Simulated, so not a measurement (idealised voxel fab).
This section sets out a process module, namely voxel gate over fins.
Shown is cross-section cut, with a width of 150 nm and square cells of size 5 nm.
Just so we're on the same page, the cross-sections are grids of square cells, and they're listed out in bands top to bottom, each band one or more rows deep.
Heads up on the band format: heights come first, top then bottom, in nm. After that it's the materials left to right, each with its width in nm. A single material flagged "throughout" fills the whole band edge to edge, and "air" means there's empty space there.
The reference from which all heights are counted is 0, the level beneath which the as-received wafer is entirely one material; the lowest band, having no lower bound, proceeds downward and is written after the example "0 and below".
The notation "30 to 40" denotes a width that varies across the rows of cells in the band, beginning at the first number in the top row, finishing at the second number in the bottom row, and changing by an identical amount from each row to the next.
"stayed the same" -> step changed no cross-section cell.
"Closed void inventory": empty spaces of 8 cells or more with no open way to the top, each given as width x height at distance, distance from the left edge, all in nm.
Note: text after step settings on the step line = simulator remark on that step.
A step line may carry the setting "overlay nm", which, for steps involving a mask, states the distance by which the mask lay to the right of its intended position; negative values denote displacement to the left.

### plan
step 1: RECEIVE,material Si
step 2: CONFORMAL_DEP,material SiN,thk nm 5
step 3: MASKED_ETCH,tone cover,mask id FINS,width nm 15,pitch nm 60,etch materials SiN,depth nm 5,overlay nm 0
step 4: MASKED_ETCH,tone cover,mask id FINS,width nm 15,pitch nm 60,etch materials Si,depth nm 40,overlay nm 0
step 5: OXIDIZE,depth nm 5
step 6: FILL_DEP,material SiO2,thk nm 5
step 7: CMP,height nm 5
step 8: DIRECTIONAL_DEP,material aC,thk nm 15
step 9: PATTERN,tone open,mask id RAIL,material resist,width nm 15,thk nm 35,overlay nm 0
step 10: DIRECTIONAL_ETCH,etch materials aC,depth nm 15
step 11: STRIP,etch materials resist
step 12: DIRECTIONAL_ETCH,etch materials SiO2,depth nm 40
step 13: STRIP,etch materials aC
step 14: CONFORMAL_DEP,material TiN,thk nm 5
step 15: FILL_DEP,material W,thk nm 10
step 16: CMP,height nm 5
step 17: SELECTIVE_ETCH,etch materials W Ru TiN,depth nm 25
step 18: FILL_DEP,material SiO2,thk nm 5
step 19: CMP,height nm 5
step 20: SELECTIVE_ETCH,etch materials SiO2,depth nm 20
step 21: STRIP,etch materials SiN
step 22: CONFORMAL_DEP,material HfO2,thk nm 5
step 23: CONFORMAL_DEP,material TiN,thk nm 5
step 24: FILL_DEP,material W,thk nm 10
step 25: CMP,height nm 15
step 26: CONFORMAL_DEP,material SiCN,thk nm 5

### Step 1 complete: cross-section of the wafer as received
0 and below | Si throughout
Closed void inventory: none

### The plan above was carried out on the starting structure above with one mistake, and this cross-section shows the wafer at the end of the module
20 down to 15 | SiCN throughout
15 down to 5 | W 20 nm; TiN 5 nm; HfO2 35 nm; TiN 5 nm; W 15 nm; TiN 5 nm; HfO2 35 nm; TiN 5 nm; W 25 nm
5 down to 0 | TiN 25 nm; HfO2 35 nm; TiN 25 nm; HfO2 35 nm; TiN 30 nm
0 down to -15 | HfO2 40 nm; Si 5 nm; HfO2 55 nm; Si 5 nm; HfO2 45 nm
-15 down to -20 | SiO2 40 nm; Si 5 nm; SiO2 55 nm; Si 5 nm; SiO2 45 nm
-20 down to -30 | SiO2 40 nm; Si 5 nm; SiO2 20 nm; TiN 5 nm; W 5 nm; TiN 5 nm; SiO2 20 nm; Si 5 nm; SiO2 45 nm
-30 down to -35 | SiO2 40 nm; Si 5 nm; SiO2 20 nm; TiN 15 nm; SiO2 20 nm; Si 5 nm; SiO2 45 nm
-35 down to -45 | SiO2 40 nm; Si 5 nm; SiO2 55 nm; Si 5 nm; SiO2 45 nm
-45 and below | Si throughout
Closed void inventory: none
In executing the process, a mistake was made relative to the plan: the process deviated at step 22: the operation and settings actually run there were CONFORMAL_DEP,material HfO2,thk nm 15
